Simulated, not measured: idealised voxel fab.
The name of this process module is voxel trench capacitor.
The cross-section on display is named cut; it measures 270 nm wide, and its cells are 5 nm squares.
Cross-section spec: square-cell grid; bands listed top down; each band is one or more rows. This entry defines a band. It first specifies the height of the band's top and the height of its bottom in nm, and then specifies the band's materials from left to right, stating each material with its width in nm. The word "everywhere" identifies a single material that fills the band from edge to edge, while the word "empty" identifies empty space. Below 0: as-received wafer, all one material; heights counted from there. Lowest band: no bottom, goes on down, written "z 0 and below". Think of "30..40" as a width that walks from the first number to the second as you go down the band, top row to bottom row, taking equal-sized steps from row to row. You'll sometimes find "identical to before" written for a step, and that's the way of saying that nowhere in the cross-section did a cell change during that step. The list in "Closed voids list" covers empty spaces of 8 cells or more that cannot reach the top through any open way, and it gives each as width x height at distance; the distance is from the left edge, and width, height and distance are in nm. Formally, on a step line, whatever follows the settings is a remark that the simulator itself makes on the step. overlay nm: step with mask; distance mask lay right of planned place; negative value = left of planned place. How should the pairs below be read? Each gives the cross-section before one process step and the cross-section after it, the latter drawn only to the lowest band that changed; the step that lies between them, with its settings, appears under the pair. Does a pair pick up where the pair above left off? Only where its entry headed "Prior state" says so, since pairs can come from different runs of this module on the same starting wafer.
PRIOR STATE
    z 0 and below: Si everywhere
    Closed voids list: none
RESULT OF STEP
    z 10 to 0: SiN everywhere
    Below 0 it's all the same as before, nothing changed down there.
    Closed voids list: none
Upper to lower cross-section via CONFORMAL_DEP [material SiN] [thk nm 10]
Prior state: starting point is the after cross-section of the pair just above.
RESULT OF STEP
    z 10 to 0: SiN 60 nm  empty 30 nm  SiN 30 nm  empty 30 nm  SiN 30 nm  empty 30 nm  SiN 60 nm
    Below 0 it's all the same as before, nothing changed down there.
    Closed voids list: none
Upper to lower cross-section via MASKED_ETCH [tone open] [mask id TRENCH] [width nm 30] [pitch nm 60] [etch materials SiN] [depth nm 10] [overlay nm 0]
Prior state: starting point is the after cross-section of the pair just above.
RESULT OF STEP
    z 10 to 0: SiN 60 nm  empty 30 nm  SiN 30 nm  empty 30 nm  SiN 30 nm  empty 30 nm  SiN 60 nm
    z 0 to -40: Si 60 nm  empty 30 nm  Si 30 nm  empty 30 nm  Si 30 nm  empty 30 nm  Si 60 nm
    Below -40 it's all the same as before, nothing changed down there.
    Closed voids list: none
Upper to lower cross-section via MASKED_ETCH [tone open] [mask id TRENCH] [width nm 30] [pitch nm 60] [etch materials Si] [depth nm 40] [overlay nm 0]
Prior state: starting point is the after cross-section of the pair just above.
RESULT OF STEP
    z 15 to 10: Al2O3 65 nm  empty 20 nm  Al2O3 40 nm  empty 20 nm  Al2O3 40 nm  empty 20 nm  Al2O3 65 nm
    z 10 to 0: SiN 60 nm  Al2O3 5 nm  empty 20 nm  Al2O3 5 nm  SiN 30 nm  Al2O3 5 nm  empty 20 nm  Al2O3 5 nm  SiN 30 nm  Al2O3 5 nm  empty 20 nm  Al2O3 5 nm  SiN 60 nm
    z 0 to -35: Si 60 nm  Al2O3 5 nm  empty 20 nm  Al2O3 5 nm  Si 30 nm  Al2O3 5 nm  empty 20 nm  Al2O3 5 nm  Si 30 nm  Al2O3 5 nm  empty 20 nm  Al2O3 5 nm  Si 60 nm
    z -35 to -40: Si 60 nm  Al2O3 30 nm  Si 30 nm  Al2O3 30 nm  Si 30 nm  Al2O3 30 nm  Si 60 nm
    Below -40 it's all the same as before, nothing changed down there.
    Closed voids list: none
Upper to lower cross-section via CONFORMAL_DEP [material Al2O3] [thk nm 5]
Prior state: starting point is the after cross-section of the pair just above.
RESULT OF STEP
    z 20 to 15: TiN 70 nm  empty 10 nm  TiN 50 nm  empty 10 nm  TiN 50 nm  empty 10 nm  TiN 70 nm
    z 15 to 10: Al2O3 65 nm  TiN 5 nm  empty 10 nm  TiN 5 nm  Al2O3 40 nm  TiN 5 nm  empty 10 nm  TiN 5 nm  Al2O3 40 nm  TiN 5 nm  empty 10 nm  TiN 5 nm  Al2O3 65 nm
    z 10 to 0: SiN 60 nm  Al2O3 5 nm  TiN 5 nm  empty 10 nm  TiN 5 nm  Al2O3 5 nm  SiN 30 nm  Al2O3 5 nm  TiN 5 nm  empty 10 nm  TiN 5 nm  Al2O3 5 nm  SiN 30 nm  Al2O3 5 nm  TiN 5 nm  empty 10 nm  TiN 5 nm  Al2O3 5 nm  SiN 60 nm
    z 0 to -30: Si 60 nm  Al2O3 5 nm  TiN 5 nm  empty 10 nm  TiN 5 nm  Al2O3 5 nm  Si 30 nm  Al2O3 5 nm  TiN 5 nm  empty 10 nm  TiN 5 nm  Al2O3 5 nm  Si 30 nm  Al2O3 5 nm  TiN 5 nm  empty 10 nm  TiN 5 nm  Al2O3 5 nm  Si 60 nm
    z -30 to -35: Si 60 nm  Al2O3 5 nm  TiN 20 nm  Al2O3 5 nm  Si 30 nm  Al2O3 5 nm  TiN 20 nm  Al2O3 5 nm  Si 30 nm  Al2O3 5 nm  TiN 20 nm  Al2O3 5 nm  Si 60 nm
    Below -35 it's all the same as before, nothing changed down there.
    Closed voids list: none
Upper to lower cross-section via CONFORMAL_DEP [material TiN] [thk nm 5]
Prior state: starting point is the after cross-section of the pair just above.
RESULT OF STEP
    z 25 to 20: W everywhere
    z 20 to 15: TiN 70 nm  W 10 nm  TiN 50 nm  W 10 nm  TiN 50 nm  W 10 nm  TiN 70 nm
    z 15 to 10: Al2O3 65 nm  TiN 5 nm  W 10 nm  TiN 5 nm  Al2O3 40 nm  TiN 5 nm  W 10 nm  TiN 5 nm  Al2O3 40 nm  TiN 5 nm  W 10 nm  TiN 5 nm  Al2O3 65 nm
    z 10 to 0: SiN 60 nm  Al2O3 5 nm  TiN 5 nm  W 10 nm  TiN 5 nm  Al2O3 5 nm  SiN 30 nm  Al2O3 5 nm  TiN 5 nm  W 10 nm  TiN 5 nm  Al2O3 5 nm  SiN 30 nm  Al2O3 5 nm  TiN 5 nm  W 10 nm  TiN 5 nm  Al2O3 5 nm  SiN 60 nm
    z 0 to -30: Si 60 nm  Al2O3 5 nm  TiN 5 nm  W 10 nm  TiN 5 nm  Al2O3 5 nm  Si 30 nm  Al2O3 5 nm  TiN 5 nm  W 10 nm  TiN 5 nm  Al2O3 5 nm  Si 30 nm  Al2O3 5 nm  TiN 5 nm  W 10 nm  TiN 5 nm  Al2O3 5 nm  Si 60 nm
    Below -30 it's all the same as before, nothing changed down there.
    Closed voids list: none
Upper to lower cross-section via FILL_DEP [material W] [thk nm 5]
Prior state: starting point is the after cross-section of the pair just above.
RESULT OF STEP
    z 10 to 0: SiN 60 nm  Al2O3 5 nm  TiN 5 nm  W 10 nm  TiN 5 nm  Al2O3 5 nm  SiN 30 nm  Al2O3 5 nm  TiN 5 nm  W 10 nm  TiN 5 nm  Al2O3 5 nm  SiN 30 nm  Al2O3 5 nm  TiN 5 nm  W 10 nm  TiN 5 nm  Al2O3 5 nm  SiN 60 nm
    Below 0 it's all the same as before, nothing changed down there.
    Closed voids list: none
Upper to lower cross-section via CMP [height nm 10]
PRIOR STATE
    z 10 to 0: SiN 60 nm  empty 30 nm  SiN 30 nm  empty 30 nm  SiN 30 nm  empty 30 nm  SiN 60 nm
    z 0 to -40: Si 60 nm  empty 30 nm  Si 30 nm  empty 30 nm  Si 30 nm  empty 30 nm  Si 60 nm
    z -40 and below: Si everywhere
    Closed voids list: none
RESULT OF STEP
    z 15 to 10: TiN 65 nm  empty 20 nm  TiN 40 nm  empty 20 nm  TiN 40 nm  empty 20 nm  TiN 65 nm
    z 10 to 0: SiN 60 nm  TiN 5 nm  empty 20 nm  TiN 5 nm  SiN 30 nm  TiN 5 nm  empty 20 nm  TiN 5 nm  SiN 30 nm  TiN 5 nm  empty 20 nm  TiN 5 nm  SiN 60 nm
    z 0 to -35: Si 60 nm  TiN 5 nm  empty 20 nm  TiN 5 nm  Si 30 nm  TiN 5 nm  empty 20 nm  TiN 5 nm  Si 30 nm  TiN 5 nm  empty 20 nm  TiN 5 nm  Si 60 nm
    z -35 to -40: Si 60 nm  TiN 30 nm  Si 30 nm  TiN 30 nm  Si 30 nm  TiN 30 nm  Si 60 nm
    Below -40 it's all the same as before, nothing changed down there.
    Closed voids list: none
Upper to lower cross-section via CONFORMAL_DEP [material TiN] [thk nm 5]
Prior state: starting point is the after cross-section of the pair just above.
RESULT OF STEP
    z 20 to 15: Al2O3 70 nm  empty 10 nm  Al2O3 50 nm  empty 10 nm  Al2O3 50 nm  empty 10 nm  Al2O3 70 nm
    z 15 to 10: TiN 65 nm  Al2O3 5 nm  empty 10 nm  Al2O3 5 nm  TiN 40 nm  Al2O3 5 nm  empty 10 nm  Al2O3 5 nm  TiN 40 nm  Al2O3 5 nm  empty 10 nm  Al2O3 5 nm  TiN 65 nm
    z 10 to 0: SiN 60 nm  TiN 5 nm  Al2O3 5 nm  empty 10 nm  Al2O3 5 nm  TiN 5 nm  SiN 30 nm  TiN 5 nm  Al2O3 5 nm  empty 10 nm  Al2O3 5 nm  TiN 5 nm  SiN 30 nm  TiN 5 nm  Al2O3 5 nm  empty 10 nm  Al2O3 5 nm  TiN 5 nm  SiN 60 nm
    z 0 to -30: Si 60 nm  TiN 5 nm  Al2O3 5 nm  empty 10 nm  Al2O3 5 nm  TiN 5 nm  Si 30 nm  TiN 5 nm  Al2O3 5 nm  empty 10 nm  Al2O3 5 nm  TiN 5 nm  Si 30 nm  TiN 5 nm  Al2O3 5 nm  empty 10 nm  Al2O3 5 nm  TiN 5 nm  Si 60 nm
    z -30 to -35: Si 60 nm  TiN 5 nm  Al2O3 20 nm  TiN 5 nm  Si 30 nm  TiN 5 nm  Al2O3 20 nm  TiN 5 nm  Si 30 nm  TiN 5 nm  Al2O3 20 nm  TiN 5 nm  Si 60 nm
    Below -35 it's all the same as before, nothing changed down there.
    Closed voids list: none
Upper to lower cross-section via CONFORMAL_DEP [material Al2O3] [thk nm 5]
Prior state: starting point is the after cross-section of the pair just above.
RESULT OF STEP
    z 25 to 20: W everywhere
    z 20 to 15: Al2O3 70 nm  W 10 nm  Al2O3 50 nm  W 10 nm  Al2O3 50 nm  W 10 nm  Al2O3 70 nm
    z 15 to 10: TiN 65 nm  Al2O3 5 nm  W 10 nm  Al2O3 5 nm  TiN 40 nm  Al2O3 5 nm  W 10 nm  Al2O3 5 nm  TiN 40 nm  Al2O3 5 nm  W 10 nm  Al2O3 5 nm  TiN 65 nm
    z 10 to 0: SiN 60 nm  TiN 5 nm  Al2O3 5 nm  W 10 nm  Al2O3 5 nm  TiN 5 nm  SiN 30 nm  TiN 5 nm  Al2O3 5 nm  W 10 nm  Al2O3 5 nm  TiN 5 nm  SiN 30 nm  TiN 5 nm  Al2O3 5 nm  W 10 nm  Al2O3 5 nm  TiN 5 nm  SiN 60 nm
    z 0 to -30: Si 60 nm  TiN 5 nm  Al2O3 5 nm  W 10 nm  Al2O3 5 nm  TiN 5 nm  Si 30 nm  TiN 5 nm  Al2O3 5 nm  W 10 nm  Al2O3 5 nm  TiN 5 nm  Si 30 nm  TiN 5 nm  Al2O3 5 nm  W 10 nm  Al2O3 5 nm  TiN 5 nm  Si 60 nm
    Below -30 it's all the same as before, nothing changed down there.
    Closed voids list: none
Upper to lower cross-section via FILL_DEP [material W] [thk nm 5]
Prior state: starting point is the after cross-section of the pair just above.
RESULT OF STEP
    z 10 to 0: SiN 60 nm  TiN 5 nm  Al2O3 5 nm  W 10 nm  Al2O3 5 nm  TiN 5 nm  SiN 30 nm  TiN 5 nm  Al2O3 5 nm  W 10 nm  Al2O3 5 nm  TiN 5 nm  SiN 30 nm  TiN 5 nm  Al2O3 5 nm  W 10 nm  Al2O3 5 nm  TiN 5 nm  SiN 60 nm
    Below 0 it's all the same as before, nothing changed down there.
    Closed voids list: none
Upper to lower cross-section via CMP [height nm 10]
PRIOR STATE
    z 25 to 20: W everywhere
    z 20 to 15: TiN 70 nm  W 10 nm  TiN 50 nm  W 10 nm  TiN 50 nm  W 10 nm  TiN 70 nm
    z 15 to 10: Al2O3 65 nm  TiN 5 nm  W 10 nm  TiN 5 nm  Al2O3 40 nm  TiN 5 nm  W 10 nm  TiN 5 nm  Al2O3 40 nm  TiN 5 nm  W 10 nm  TiN 5 nm  Al2O3 65 nm
    z 10 to 0: SiN 60 nm  Al2O3 5 nm  TiN 5 nm  W 10 nm  TiN 5 nm  Al2O3 5 nm  SiN 30 nm  Al2O3 5 nm  TiN 5 nm  W 10 nm  TiN 5 nm  Al2O3 5 nm  SiN 30 nm  Al2O3 5 nm  TiN 5 nm  W 10 nm  TiN 5 nm  Al2O3 5 nm  SiN 60 nm
    z 0 to -30: Si 60 nm  Al2O3 5 nm  TiN 5 nm  W 10 nm  TiN 5 nm  Al2O3 5 nm  Si 30 nm  Al2O3 5 nm  TiN 5 nm  W 10 nm  TiN 5 nm  Al2O3 5 nm  Si 30 nm  Al2O3 5 nm  TiN 5 nm  W 10 nm  TiN 5 nm  Al2O3 5 nm  Si 60 nm
    z -30 to -35: Si 60 nm  Al2O3 5 nm  TiN 20 nm  Al2O3 5 nm  Si 30 nm  Al2O3 5 nm  TiN 20 nm  Al2O3 5 nm  Si 30 nm  Al2O3 5 nm  TiN 20 nm  Al2O3 5 nm  Si 60 nm
    z -35 to -40: Si 60 nm  Al2O3 30 nm  Si 30 nm  Al2O3 30 nm  Si 30 nm  Al2O3 30 nm  Si 60 nm
    z -40 and below: Si everywhere
    Closed voids list: none
RESULT OF STEP
    z 20 to 15: TiN 70 nm  W 10 nm  TiN 50 nm  W 10 nm  TiN 50 nm  W 10 nm  TiN 70 nm
    Below 15 it's all the same as before, nothing changed down there.
    Closed voids list: none
Upper to lower cross-section via CMP [height nm 20]
PRIOR STATE
    z 10 to 0: SiN everywhere
    z 0 and below: Si everywhere
    Closed voids list: none
RESULT OF STEP
    z 10 to 0: SiN 65 nm  empty 25 nm  SiN 35 nm  empty 25 nm  SiN 35 nm  empty 25 nm  SiN 60 nm
    Below 0 it's all the same as before, nothing changed down there.
    Closed voids list: none
Upper to lower cross-section via MASKED_ETCH [tone open] [mask id TRENCH] [width nm 25] [pitch nm 60] [etch materials SiN] [depth nm 10] [overlay nm 0]
Prior state: starting point is the after cross-section of the pair just above.
RESULT OF STEP
    z 10 to 0: SiN 65 nm  empty 25 nm  SiN 35 nm  empty 25 nm  SiN 35 nm  empty 25 nm  SiN 60 nm
    z 0 to -40: Si 65 nm  empty 25 nm  Si 35 nm  empty 25 nm  Si 35 nm  empty 25 nm  Si 60 nm
    Below -40 it's all the same as before, nothing changed down there.
    Closed voids list: none
Upper to lower cross-section via MASKED_ETCH [tone open] [mask id TRENCH] [width nm 30] [pitch nm 60] [etch materials Si] [depth nm 40] [overlay nm 0]
Prior state: starting point is the after cross-section of the pair just above.
RESULT OF STEP
    z 15 to 10: Al2O3 70 nm  empty 15 nm  Al2O3 45 nm  empty 15 nm  Al2O3 45 nm  empty 15 nm  Al2O3 65 nm
    z 10 to 0: SiN 65 nm  Al2O3 5 nm  empty 15 nm  Al2O3 5 nm  SiN 35 nm  Al2O3 5 nm  empty 15 nm  Al2O3 5 nm  SiN 35 nm  Al2O3 5 nm  empty 15 nm  Al2O3 5 nm  SiN 60 nm
    z 0 to -35: Si 65 nm  Al2O3 5 nm  empty 15 nm  Al2O3 5 nm  Si 35 nm  Al2O3 5 nm  empty 15 nm  Al2O3 5 nm  Si 35 nm  Al2O3 5 nm  empty 15 nm  Al2O3 5 nm  Si 60 nm
    z -35 to -40: Si 65 nm  Al2O3 25 nm  Si 35 nm  Al2O3 25 nm  Si 35 nm  Al2O3 25 nm  Si 60 nm
    Below -40 it's all the same as before, nothing changed down there.
    Closed voids list: none
Upper to lower cross-section via CONFORMAL_DEP [material Al2O3] [thk nm 5]
Prior state: starting point is the after cross-section of the pair just above.
RESULT OF STEP
    z 20 to 15: TiN 75 nm  empty 5 nm  TiN 55 nm  empty 5 nm  TiN 55 nm  empty 5 nm  TiN 70 nm
    z 15 to 10: Al2O3 70 nm  TiN 5 nm  empty 5 nm  TiN 5 nm  Al2O3 45 nm  TiN 5 nm  empty 5 nm  TiN 5 nm  Al2O3 45 nm  TiN 5 nm  empty 5 nm  TiN 5 nm  Al2O3 65 nm
    z 10 to 0: SiN 65 nm  Al2O3 5 nm  TiN 5 nm  empty 5 nm  TiN 5 nm  Al2O3 5 nm  SiN 35 nm  Al2O3 5 nm  TiN 5 nm  empty 5 nm  TiN 5 nm  Al2O3 5 nm  SiN 35 nm  Al2O3 5 nm  TiN 5 nm  empty 5 nm  TiN 5 nm  Al2O3 5 nm  SiN 60 nm
    z 0 to -30: Si 65 nm  Al2O3 5 nm  TiN 5 nm  empty 5 nm  TiN 5 nm  Al2O3 5 nm  Si 35 nm  Al2O3 5 nm  TiN 5 nm  empty 5 nm  TiN 5 nm  Al2O3 5 nm  Si 35 nm  Al2O3 5 nm  TiN 5 nm  empty 5 nm  TiN 5 nm  Al2O3 5 nm  Si 60 nm
    z -30 to -35: Si 65 nm  Al2O3 5 nm  TiN 15 nm  Al2O3 5 nm  Si 35 nm  Al2O3 5 nm  TiN 15 nm  Al2O3 5 nm  Si 35 nm  Al2O3 5 nm  TiN 15 nm  Al2O3 5 nm  Si 60 nm
    Below -35 it's all the same as before, nothing changed down there.
    Closed voids list: none
Upper to lower cross-section via CONFORMAL_DEP [material TiN] [thk nm 5]
Prior state: starting point is the after cross-section of the pair just above.
RESULT OF STEP
    z 25 to 20: W everywhere
    z 20 to 15: TiN 75 nm  W 5 nm  TiN 55 nm  W 5 nm  TiN 55 nm  W 5 nm  TiN 70 nm
    z 15 to 10: Al2O3 70 nm  TiN 5 nm  W 5 nm  TiN 5 nm  Al2O3 45 nm  TiN 5 nm  W 5 nm  TiN 5 nm  Al2O3 45 nm  TiN 5 nm  W 5 nm  TiN 5 nm  Al2O3 65 nm
    z 10 to 0: SiN 65 nm  Al2O3 5 nm  TiN 5 nm  W 5 nm  TiN 5 nm  Al2O3 5 nm  SiN 35 nm  Al2O3 5 nm  TiN 5 nm  W 5 nm  TiN 5 nm  Al2O3 5 nm  SiN 35 nm  Al2O3 5 nm  TiN 5 nm  W 5 nm  TiN 5 nm  Al2O3 5 nm  SiN 60 nm
    z 0 to -30: Si 65 nm  Al2O3 5 nm  TiN 5 nm  W 5 nm  TiN 5 nm  Al2O3 5 nm  Si 35 nm  Al2O3 5 nm  TiN 5 nm  W 5 nm  TiN 5 nm  Al2O3 5 nm  Si 35 nm  Al2O3 5 nm  TiN 5 nm  W 5 nm  TiN 5 nm  Al2O3 5 nm  Si 60 nm
    Below -30 it's all the same as before, nothing changed down there.
    Closed voids list: none
Upper to lower cross-section via FILL_DEP [material W] [thk nm 5]
Prior state: starting point is the after cross-section of the pair just above.
RESULT OF STEP
    z 10 to 0: SiN 65 nm  Al2O3 5 nm  TiN 5 nm  W 5 nm  TiN 5 nm  Al2O3 5 nm  SiN 35 nm  Al2O3 5 nm  TiN 5 nm  W 5 nm  TiN 5 nm  Al2O3 5 nm  SiN 35 nm  Al2O3 5 nm  TiN 5 nm  W 5 nm  TiN 5 nm  Al2O3 5 nm  SiN 60 nm
    Below 0 it's all the same as before, nothing changed down there.
    Closed voids list: none
Upper to lower cross-section via CMP [height nm 10]
PRIOR STATE
    z 10 to 0: SiN everywhere
    z 0 and below: Si everywhere
    Closed voids list: none
RESULT OF STEP
    z 10 to 0: SiN 55 nm  empty 30 nm  SiN 30 nm  empty 30 nm  SiN 30 nm  empty 30 nm  SiN 65 nm
    Below 0 it's all the same as before, nothing changed down there.
    Closed voids list: none
Upper to lower cross-section via MASKED_ETCH [tone open] [mask id TRENCH] [width nm 30] [pitch nm 60] [etch materials SiN] [depth nm 10] [overlay nm -5]
Prior state: starting point is the after cross-section of the pair just above.
RESULT OF STEP
    z 10 to 0: SiN 55 nm  empty 30 nm  SiN 30 nm  empty 30 nm  SiN 30 nm  empty 30 nm  SiN 65 nm
    z 0 to -40: Si 60 nm  empty 25 nm  Si 35 nm  empty 25 nm  Si 35 nm  empty 25 nm  Si 65 nm
    Below -40 it's all the same as before, nothing changed down there.
    Closed voids list: none
Upper to lower cross-section via MASKED_ETCH [tone open] [mask id TRENCH] [width nm 30] [pitch nm 60] [etch materials Si] [depth nm 40] [overlay nm 0]
Prior state: starting point is the after cross-section of the pair just above.
RESULT OF STEP
    z 15 to 10: Al2O3 60 nm  empty 20 nm  Al2O3 40 nm  empty 20 nm  Al2O3 40 nm  empty 20 nm  Al2O3 70 nm
    z 10 to 0: SiN 55 nm  Al2O3 5..10 nm  empty 20..15 nm  Al2O3 5 nm  SiN 30 nm  Al2O3 5..10 nm  empty 20..15 nm  Al2O3 5 nm  SiN 30 nm  Al2O3 5..10 nm  empty 20..15 nm  Al2O3 5 nm  SiN 65 nm
    z 0 to -35: Si 60 nm  Al2O3 5 nm  empty 15 nm  Al2O3 5 nm  Si 35 nm  Al2O3 5 nm  empty 15 nm  Al2O3 5 nm  Si 35 nm  Al2O3 5 nm  empty 15 nm  Al2O3 5 nm  Si 65 nm
    z -35 to -40: Si 60 nm  Al2O3 25 nm  Si 35 nm  Al2O3 25 nm  Si 35 nm  Al2O3 25 nm  Si 65 nm
    Below -40 it's all the same as before, nothing changed down there.
    Closed voids list: none
Upper to lower cross-section via CONFORMAL_DEP [material Al2O3] [thk nm 5]
Prior state: starting point is the after cross-section of the pair just above.
RESULT OF STEP
    z 20 to 15: TiN 65 nm  empty 10 nm  TiN 50 nm  empty 10 nm  TiN 50 nm  empty 10 nm  TiN 75 nm
    z 15 to 10: Al2O3 60 nm  TiN 5 nm  empty 10 nm  TiN 5 nm  Al2O3 40 nm  TiN 5 nm  empty 10 nm  TiN 5 nm  Al2O3 40 nm  TiN 5 nm  empty 10 nm  TiN 5 nm  Al2O3 70 nm
    z 10 to 0: SiN 55 nm  Al2O3 5..10 nm  TiN 10..5 nm  empty 5 nm  TiN 5 nm  Al2O3 5 nm  SiN 30 nm  Al2O3 5..10 nm  TiN 10..5 nm  empty 5 nm  TiN 5 nm  Al2O3 5 nm  SiN 30 nm  Al2O3 5..10 nm  TiN 10..5 nm  empty 5 nm  TiN 5 nm  Al2O3 5 nm  SiN 65 nm
    z 0 to -30: Si 60 nm  Al2O3 5 nm  TiN 5 nm  empty 5 nm  TiN 5 nm  Al2O3 5 nm  Si 35 nm  Al2O3 5 nm  TiN 5 nm  empty 5 nm  TiN 5 nm  Al2O3 5 nm  Si 35 nm  Al2O3 5 nm  TiN 5 nm  empty 5 nm  TiN 5 nm  Al2O3 5 nm  Si 65 nm
    z -30 to -35: Si 60 nm  Al2O3 5 nm  TiN 15 nm  Al2O3 5 nm  Si 35 nm  Al2O3 5 nm  TiN 15 nm  Al2O3 5 nm  Si 35 nm  Al2O3 5 nm  TiN 15 nm  Al2O3 5 nm  Si 65 nm
    Below -35 it's all the same as before, nothing changed down there.
    Closed voids list: none
Upper to lower cross-section via CONFORMAL_DEP [material TiN] [thk nm 5]
Prior state: starting point is the after cross-section of the pair just above.
RESULT OF STEP
    z 25 to 20: W everywhere
    z 20 to 15: TiN 65 nm  W 10 nm  TiN 50 nm  W 10 nm  TiN 50 nm  W 10 nm  TiN 75 nm
    z 15 to 10: Al2O3 60 nm  TiN 5 nm  W 10 nm  TiN 5 nm  Al2O3 40 nm  TiN 5 nm  W 10 nm  TiN 5 nm  Al2O3 40 nm  TiN 5 nm  W 10 nm  TiN 5 nm  Al2O3 70 nm
    z 10 to 0: SiN 55 nm  Al2O3 5..10 nm  TiN 10..5 nm  W 5 nm  TiN 5 nm  Al2O3 5 nm  SiN 30 nm  Al2O3 5..10 nm  TiN 10..5 nm  W 5 nm  TiN 5 nm  Al2O3 5 nm  SiN 30 nm  Al2O3 5..10 nm  TiN 10..5 nm  W 5 nm  TiN 5 nm  Al2O3 5 nm  SiN 65 nm
    z 0 to -30: Si 60 nm  Al2O3 5 nm  TiN 5 nm  W 5 nm  TiN 5 nm  Al2O3 5 nm  Si 35 nm  Al2O3 5 nm  TiN 5 nm  W 5 nm  TiN 5 nm  Al2O3 5 nm  Si 35 nm  Al2O3 5 nm  TiN 5 nm  W 5 nm  TiN 5 nm  Al2O3 5 nm  Si 65 nm
    Below -30 it's all the same as before, nothing changed down there.
    Closed voids list: none
Upper to lower cross-section via FILL_DEP [material W] [thk nm 5]
Prior state: starting point is the after cross-section of the pair just above.
RESULT OF STEP
    z 10 to 0: SiN 55 nm  Al2O3 5..10 nm  TiN 10..5 nm  W 5 nm  TiN 5 nm  Al2O3 5 nm  SiN 30 nm  Al2O3 5..10 nm  TiN 10..5 nm  W 5 nm  TiN 5 nm  Al2O3 5 nm  SiN 30 nm  Al2O3 5..10 nm  TiN 10..5 nm  W 5 nm  TiN 5 nm  Al2O3 5 nm  SiN 65 nm
    Below 0 it's all the same as before, nothing changed down there.
    Closed voids list: none
Upper to lower cross-section via CMP [height nm 10]
PRIOR STATE
    z 15 to 10: TiN 65 nm  empty 20 nm  TiN 40 nm  empty 20 nm  TiN 40 nm  empty 20 nm  TiN 65 nm
    z 10 to 0: SiN 60 nm  TiN 5 nm  empty 20 nm  TiN 5 nm  SiN 30 nm  TiN 5 nm  empty 20 nm  TiN 5 nm  SiN 30 nm  TiN 5 nm  empty 20 nm  TiN 5 nm  SiN 60 nm
    z 0 to -35: Si 60 nm  TiN 5 nm  empty 20 nm  TiN 5 nm  Si 30 nm  TiN 5 nm  empty 20 nm  TiN 5 nm  Si 30 nm  TiN 5 nm  empty 20 nm  TiN 5 nm  Si 60 nm
    z -35 to -40: Si 60 nm  TiN 30 nm  Si 30 nm  TiN 30 nm  Si 30 nm  TiN 30 nm  Si 60 nm
    z -40 and below: Si everywhere
    Closed voids list: none
RESULT OF STEP
    z 20 to 10: TiN 70 nm  empty 10 nm  TiN 50 nm  empty 10 nm  TiN 50 nm  empty 10 nm  TiN 70 nm
    z 10 to 0: SiN 60 nm  TiN 10 nm  empty 10 nm  TiN 10 nm  SiN 30 nm  TiN 10 nm  empty 10 nm  TiN 10 nm  SiN 30 nm  TiN 10 nm  empty 10 nm  TiN 10 nm  SiN 60 nm
    z 0 to -30: Si 60 nm  TiN 10 nm  empty 10 nm  TiN 10 nm  Si 30 nm  TiN 10 nm  empty 10 nm  TiN 10 nm  Si 30 nm  TiN 10 nm  empty 10 nm  TiN 10 nm  Si 60 nm
    z -30 to -40: Si 60 nm  TiN 30 nm  Si 30 nm  TiN 30 nm  Si 30 nm  TiN 30 nm  Si 60 nm
    Below -40 it's all the same as before, nothing changed down there.
    Closed voids list: none
Upper to lower cross-section via CONFORMAL_DEP [material TiN] [thk nm 5]
Prior state: starting point is the after cross-section of the pair just above.
RESULT OF STEP
    z 25 to 20: W everywhere
    z 20 to 10: TiN 70 nm  W 10 nm  TiN 50 nm  W 10 nm  TiN 50 nm  W 10 nm  TiN 70 nm
    z 10 to 0: SiN 60 nm  TiN 10 nm  W 10 nm  TiN 10 nm  SiN 30 nm  TiN 10 nm  W 10 nm  TiN 10 nm  SiN 30 nm  TiN 10 nm  W 10 nm  TiN 10 nm  SiN 60 nm
    z 0 to -30: Si 60 nm  TiN 10 nm  W 10 nm  TiN 10 nm  Si 30 nm  TiN 10 nm  W 10 nm  TiN 10 nm  Si 30 nm  TiN 10 nm  W 10 nm  TiN 10 nm  Si 60 nm
    Below -30 it's all the same as before, nothing changed down there.
    Closed voids list: none
Upper to lower cross-section via FILL_DEP [material W] [thk nm 5]
Prior state: starting point is the after cross-section of the pair just above.
RESULT OF STEP
    z 10 to 0: SiN 60 nm  TiN 10 nm  W 10 nm  TiN 10 nm  SiN 30 nm  TiN 10 nm  W 10 nm  TiN 10 nm  SiN 30 nm  TiN 10 nm  W 10 nm  TiN 10 nm  SiN 60 nm
    Below 0 it's all the same as before, nothing changed down there.
    Closed voids list: none
Upper to lower cross-section via CMP [height nm 10]
PRIOR STATE
    z 10 to 0: SiN everywhere
    z 0 and below: Si everywhere
    Closed voids list: none
RESULT OF STEP
    z 10 to 0: empty 60 nm  SiN 30 nm  empty 30 nm  SiN 30 nm  empty 30 nm  SiN 30 nm  empty 60 nm
    Below 0 it's all the same as before, nothing changed down there.
    Closed voids list: none
Upper to lower cross-section via MASKED_ETCH [tone cover] [mask id TRENCH] [width nm 30] [pitch nm 60] [etch materials SiN] [depth nm 10] [overlay nm 0]
Prior state: starting point is the after cross-section of the pair just above.
RESULT OF STEP
    z 15 to 10: empty 55 nm  Al2O3 40 nm  empty 20 nm  Al2O3 40 nm  empty 20 nm  Al2O3 40 nm  empty 55 nm
    z 10 to 5: empty 55 nm  Al2O3 5 nm  SiN 30 nm  Al2O3 5 nm  empty 20 nm  Al2O3 5 nm  SiN 30 nm  Al2O3 5 nm  empty 20 nm  Al2O3 5 nm  SiN 30 nm  Al2O3 5 nm  empty 55 nm
    z 5 to 0: Al2O3 60 nm  SiN 30 nm  Al2O3 30 nm  SiN 30 nm  Al2O3 30 nm  SiN 30 nm  Al2O3 60 nm
    Below 0 it's all the same as before, nothing changed down there.
    Closed voids list: none
Upper to lower cross-section via CONFORMAL_DEP [material Al2O3] [thk nm 5]
Prior state: starting point is the after cross-section of the pair just above.
RESULT OF STEP
    z 20 to 15: empty 50 nm  TiN 50 nm  empty 10 nm  TiN 50 nm  empty 10 nm  TiN 50 nm  empty 50 nm
    z 15 to 10: empty 50 nm  TiN 5 nm  Al2O3 40 nm  TiN 5 nm  empty 10 nm  TiN 5 nm  Al2O3 40 nm  TiN 5 nm  empty 10 nm  TiN 5 nm  Al2O3 40 nm  TiN 5 nm  empty 50 nm
    z 10 to 5: TiN 55 nm  Al2O3 5 nm  SiN 30 nm  Al2O3 5 nm  TiN 20 nm  Al2O3 5 nm  SiN 30 nm  Al2O3 5 nm  TiN 20 nm  Al2O3 5 nm  SiN 30 nm  Al2O3 5 nm  TiN 55 nm
    Below 5 it's all the same as before, nothing changed down there.
    Closed voids list: none
Upper to lower cross-section via CONFORMAL_DEP [material TiN] [thk nm 5]
